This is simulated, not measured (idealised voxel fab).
Process module, titled voxel transistor to metal
For reference, the cross-section in this document is cut, with width 150 nm and square cells of 5 nm.
Cross-sections here: square-cell grids, written as top-down lists of bands, a band being one or more rows of cells.
Band entry format. Leading values: height of top, height of bottom, nm. Remainder: materials in left-to-right order, each with its width in nm. Special words: "everywhere" on a single material, which then fills the band edge to edge; "empty", empty space.
For the purposes of this specification, 0 denotes the height below which the wafer in its as-received condition is composed wholly of one material, and the lowermost band, lacking a lower limit, extends downward without end, as expressed in "z 0 and below".
The width entry "30->40" should be interpreted row by row: the top row of cells in the band takes the first number, the bottom row takes the second number, and the change between adjacent rows is uniform throughout.
What does "nothing changed" mean for a step? It means no cell of the cross-section changed in that step.
Each empty space that has no open way to the top and spans at least 8 cells appears under "Trapped voids" as width x height at distance, the distance counted from the left edge, all in nm.
On a step's line, text after the settings is the simulator commenting on that step.
overlay nm: step with mask; distance mask lay right of planned place; negative value = left of planned place.

## Steps planned for the process
1) RECEIVE [material Si]
2) CONFORMAL_DEP [material SiO2] [thk nm 5]
3) CONFORMAL_DEP [material SiN] [thk nm 15]
4) MASKED_ETCH [tone cover] [mask id ACTIVE] [width nm 105] [etch materials SiN] [depth nm 15] [overlay nm 0]
5) MASKED_ETCH [tone cover] [mask id ACTIVE] [width nm 105] [etch materials SiO2] [depth nm 5] [overlay nm 0]
6) MASKED_ETCH [tone cover] [mask id ACTIVE] [width nm 105] [etch materials Si] [depth nm 30] [overlay nm 0]
7) FILL_DEP [material SiO2] [thk nm 10]
8) CMP [height nm 20]
9) SELECTIVE_ETCH [etch materials SiO2] [depth nm 10]
10) STRIP [etch materials SiN]
11) SELECTIVE_ETCH [etch materials SiO2] [depth nm 5]
12) OXIDIZE [depth nm 5]
13) DIRECTIONAL_DEP [material polySi] [thk nm 20]
14) DIRECTIONAL_DEP [material SiCN] [thk nm 10]
15) MASKED_ETCH [tone cover] [mask id GATE] [width nm 25] [etch materials SiCN] [depth nm 20] [overlay nm 0]
16) MASKED_ETCH [tone cover] [mask id GATE] [width nm 25] [etch materials polySi] [depth nm 30] [overlay nm 0]
17) CONFORMAL_DEP [material SiN] [thk nm 5]
18) DIRECTIONAL_ETCH [etch materials SiN] [depth nm 5]
19) DIRECTIONAL_ETCH [etch materials SiO2] [depth nm 5]
20) EPI [material nSi] [thk nm 5]
21) FILL_DEP [material SiO2] [thk nm 10]
22) CMP [height nm 30]
23) DIRECTIONAL_DEP [material SiO2] [thk nm 10]
24) MASKED_ETCH [tone open] [mask id CONTACT] [width nm 15] [pitch nm 80] [etch materials SiO2] [depth nm 40] [overlay nm 0]
25) CONFORMAL_DEP [material TiN] [thk nm 5]
26) FILL_DEP [material W] [thk nm 10]
27) CMP [height nm 40]
28) CONFORMAL_DEP [material SiCN] [thk nm 5]
29) DIRECTIONAL_DEP [material SiO2] [thk nm 15]
30) MASKED_ETCH [tone open] [mask id METAL_1] [width nm 15] [pitch nm 80] [etch materials SiO2] [depth nm 15] [overlay nm 0]
31) MASKED_ETCH [tone open] [mask id METAL_1] [width nm 15] [pitch nm 80] [etch materials SiCN] [depth nm 5] [overlay nm 0]
32) CONFORMAL_DEP [material TiN] [thk nm 5]
33) FILL_DEP [material Cu] [thk nm 10]
34) CMP [height nm 60]
35) CONFORMAL_DEP [material SiCN] [thk nm 5]
36) DIRECTIONAL_DEP [material SiO2] [thk nm 25]
37) MASKED_ETCH [tone open] [mask id METAL_2] [width nm 15] [pitch nm 80] [etch materials SiO2] [depth nm 15] [overlay nm 0]
38) MASKED_ETCH [tone open] [mask id METAL_2_HOLES] [width nm 15] [pitch nm 80] [etch materials SiO2] [depth nm 10] [overlay nm 0]
39) MASKED_ETCH [tone open] [mask id METAL_2_HOLES] [width nm 15] [pitch nm 80] [etch materials SiCN] [depth nm 5] [overlay nm 0]
40) CONFORMAL_DEP [material TiN] [thk nm 5]
41) FILL_DEP [material Ru] [thk nm 10]
42) CMP [height nm 90]
43) CONFORMAL_DEP [material SiN] [thk nm 5]

## Shown in cross-section is the wafer as received, that is, as it stands after step 1
z 0 and below = Si everywhere
Trapped voids: none

## Same starting wafer, same plan as above, one mistake in the execution; this is the cross-section at the end of the module
z 95 to 90 = SiN everywhere
z 90 to 65 = SiO2=25 / TiN=5 / Ru=5 / TiN=5 / SiO2=65 / TiN=5 / Ru=5 / TiN=5 / SiO2=30
z 65 to 55 = SiCN=25 / TiN=15 / SiCN=65 / TiN=15 / SiCN=30
z 55 to 45 = W everywhere
z 45 to 40 = TiN=30 / W=5 / TiN=75 / W=5 / TiN=35
z 40 to 30 = SiO2=25 / TiN=5 / W=5 / TiN=5 / SiO2=65 / TiN=5 / W=5 / TiN=5 / SiO2=30
z 30 to 20 = SiO2=25 / TiN=5 / W=5 / TiN=5 / SiO2=15 / SiN=5 / SiCN=25 / SiN=5 / SiO2=15 / TiN=5 / W=5 / TiN=5 / SiO2=30
z 20 to 5 = SiO2=25 / TiN=5 / W=5 / TiN=5 / SiO2=15 / SiN=5 / polySi=25 / SiN=5 / SiO2=15 / TiN=5 / W=5 / TiN=5 / SiO2=30
z 5 to 0 = SiO2=15 / SiN=5 / SiO2=5 / TiN=15 / SiO2=15 / SiN=5 / polySi=25 / SiN=5 / SiO2=15 / TiN=15 / SiO2=5 / SiN=5 / SiO2=20
z 0 to -5 = SiO2=20 / nSi=35 / SiO2=35 / nSi=35 / SiO2=25
z -5 to -30 = SiO2=20 / Si=105 / SiO2=25
z -30 and below = Si everywhere
Trapped voids: none
Where did the run depart from the plan? heads up, step 27 of the plan was skipped and never actually ran
